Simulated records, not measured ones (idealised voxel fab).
The process module presented herein is designated voxel double patterning.
Xsec cut, 210 nm wide, square cell size 5 nm.
For the purposes of this document, a cross-section shall be understood as a grid of square cells, specified as bands listed in top-to-bottom order, each band consisting of one or more rows of cells.
Heads up on the band format: heights come first, top then bottom, in nm. After that it's the materials left to right, each with its width in nm. A single material flagged "edge to edge" fills the whole band edge to edge, and "air" means there's empty space there.
The reference from which all heights are counted is 0, the level beneath which the as-received wafer is entirely one material; the lowest band, having no lower bound, proceeds downward and is written after the example "0 nm and below".
When a width is written as two numbers, as in "30..40", the first number is the width in the top row of cells of the band and the second is the width in its bottom row, and the width changes by the same amount from each row to the next.
Key: "remained the same" - step with no changed cell in the cross-section.
Under "Sealed voids" you'll find the enclosed gaps, the ones with no way out to the top, that are 8 cells or bigger; each reads width x height at distance, with distance counted from the left edge, everything in nm.
If you see something after the settings on a step's line, that's the simulator's own remark about that step.
overlay nm: mask offset rightward from planned place, masked step; negative means leftward offset.

Steps planned for the process
1. op RECEIVE | material Si
2. op CONFORMAL_DEP | material SiO2 | thk nm 10
3. op DIRECTIONAL_DEP | material polySi | thk nm 10
4. op DIRECTIONAL_DEP | material SiN | thk nm 5
5. op PATTERN | tone open | mask id FIRST | material resist | width nm 15 | pitch nm 50 | thk nm 15 | overlay nm -15
6. op DIRECTIONAL_ETCH | etch materials SiN | depth nm 5
7. op STRIP | etch materials resist
8. op DIRECTIONAL_DEP | material aC | thk nm 10
9. op PATTERN | tone open | mask id SECOND | material resist | width nm 15 | pitch nm 50 | thk nm 25 | overlay nm 0
10. op DIRECTIONAL_ETCH | etch materials aC | depth nm 10
11. op STRIP | etch materials resist
12. op DIRECTIONAL_ETCH | etch materials SiN | depth nm 5
13. op STRIP | etch materials aC
14. op DIRECTIONAL_ETCH | etch materials polySi | depth nm 10
15. op STRIP | etch materials SiN
The overlay nm used in step 5 is not the same on every wafer, whereas the starting condition is; the value printed in the plan is the first wafer's.

Received condition of the first of several wafers, sectioned: post-step 1
- 0 nm and below | Si edge to edge
- Sealed voids: none

Rows = wafers. At module end, each row lists per material the cells gained (+) or lost (-) since the wafer was received, then the closed voids
overlay nm -15; +84 SiO2; +58 polySi; Sealed voids: none
overlay nm -10; +84 SiO2; +54 polySi; Sealed voids: none
overlay nm -5; +84 SiO2; +54 polySi; Sealed voids: none
overlay nm 0; +84 SiO2; +54 polySi; Sealed voids: none
overlay nm 5; +84 SiO2; +54 polySi; Sealed voids: none
overlay nm 10; +84 SiO2; +54 polySi; Sealed voids: none
overlay nm 15; +84 SiO2; +58 polySi; Sealed voids: none
